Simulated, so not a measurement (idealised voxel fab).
process module | voxel air gaps
cross-section cut | 295 nm wide | cells 5 nm
A cross-section is a grid of square cells, given in bands from the top down. A band is one or more rows of cells.
Each band's line starts with the height of the band's top and of its bottom, in nm. Then come its materials from left to right, each with its width in nm. One material with "throughout" fills the band from edge to edge. "air" is empty space.
Height 0 is the level under which the wafer as received is all one material. The lowest band goes on downwards, as in "0 down".
A width such as "30 to 40" changes by the same amount from each row of cells to the next, from the band's top row to its bottom row.
"no change" after a step means that no cell of the cross-section changed.
closed voids: empty space of 8 cells or more with no open way to the top, each as width x height at its distance from the left edge, in nm
after a step's settings: what the simulator itself notes on the step
overlay nm, on a step with a mask: how far to the right of its planned place the mask lay; to the left if negative
plan
1 op RECEIVE | material Si
2 op CONFORMAL_DEP | material SiO2 | thk nm 10
3 op CONFORMAL_DEP | material SiCN | thk nm 5
4 op DIRECTIONAL_DEP | material SiO2 | thk nm 30
5 op PATTERN | tone open | mask id LINES | material resist | width nm 25 | pitch nm 55 | thk nm 15 | overlay nm 0
6 op DIRECTIONAL_ETCH | etch materials SiO2 | depth nm 30
7 op STRIP | etch materials resist
8 op CONFORMAL_DEP | material TiN | thk nm 5
9 op FILL_DEP | material Ru | thk nm 5
10 op CMP | height nm 45
11 op EPI | material Ru | thk nm 10
12 op SELECTIVE_ETCH | etch materials SiO2 | depth nm 40
13 op CONFORMAL_DEP | material SiCN | thk nm 5
varied across the wafers: thk nm of step 3. The plan shows the first wafer's value. All wafers start alike
first wafer as received, after step 1
  0 down: Si throughout
  closed voids: none
first wafer at the end, after step 13
  60 to 55: air 35 | SiCN 220 | air 40
  55 to 45: air 35 | SiCN 5 | Ru 45 | SiCN 10 | Ru 45 | SiCN 10 | Ru 45 | SiCN 10 | Ru 45 | SiCN 5 | air 40
  45 to 40: air 35 | SiCN 15 | TiN 5 | Ru 15 | TiN 5 | SiCN 30 | TiN 5 | Ru 15 | TiN 5 | SiCN 30 | TiN 5 | Ru 15 | TiN 5 | SiCN 30 | TiN 5 | Ru 15 | TiN 5 | SiCN 15 | air 40
  40 to 20: air 45 | SiCN 5 | TiN 5 | Ru 15 | TiN 5 | SiCN 5 | air 20 | SiCN 5 | TiN 5 | Ru 15 | TiN 5 | SiCN 5 | air 20 | SiCN 5 | TiN 5 | Ru 15 | TiN 5 | SiCN 5 | air 20 | SiCN 5 | TiN 5 | Ru 15 | TiN 5 | SiCN 5 | air 50
  20 to 15: SiCN 50 | TiN 25 | SiCN 30 | TiN 25 | SiCN 30 | TiN 25 | SiCN 30 | TiN 25 | SiCN 55
  15 to 10: SiCN throughout
  10 to 0: SiO2 throughout
  0 down: Si throughout
  closed voids: 20 x 20 at 80; 20 x 20 at 135; 20 x 20 at 190
last wafer at the end
  60 to 55: air 35 | SiCN 220 | air 40
  55 to 45: air 35 | SiCN 5 | Ru 45 | SiCN 10 | Ru 45 | SiCN 10 | Ru 45 | SiCN 10 | Ru 45 | SiCN 5 | air 40
  45 to 40: air 35 | SiCN 15 | TiN 5 | Ru 15 | TiN 5 | SiCN 30 | TiN 5 | Ru 15 | TiN 5 | SiCN 30 | TiN 5 | Ru 15 | TiN 5 | SiCN 30 | TiN 5 | Ru 15 | TiN 5 | SiCN 15 | air 40
  40 to 35: air 45 | SiCN 5 | TiN 5 | Ru 15 | TiN 5 | SiCN 5 | air 20 | SiCN 5 | TiN 5 | Ru 15 | TiN 5 | SiCN 5 | air 20 | SiCN 5 | TiN 5 | Ru 15 | TiN 5 | SiCN 5 | air 20 | SiCN 5 | TiN 5 | Ru 15 | TiN 5 | SiCN 5 | air 50
  35 to 30: SiCN 50 | TiN 25 | SiCN 30 | TiN 25 | SiCN 30 | TiN 25 | SiCN 30 | TiN 25 | SiCN 55
  30 to 10: SiCN throughout
  10 to 0: SiO2 throughout
  0 down: Si throughout
  closed voids: none
each wafer at the end: cells of each material gained (+) or lost (-) since it was received, then its closed voids
thk nm 5 | +132 Ru | +214 SiCN | +118 SiO2 | +60 TiN | closed voids: 20 x 20 at 80; 20 x 20 at 135; 20 x 20 at 190
thk nm 10 | +120 Ru | +265 SiCN | +118 SiO2 | +52 TiN | closed voids: 20 x 15 at 80; 20 x 15 at 135; 20 x 15 at 190
thk nm 15 | +108 Ru | +316 SiCN | +118 SiO2 | +44 TiN | closed voids: 20 x 10 at 80; 20 x 10 at 135; 20 x 10 at 190
thk nm 20 | +96 Ru | +367 SiCN | +118 SiO2 | +36 TiN | closed voids: none
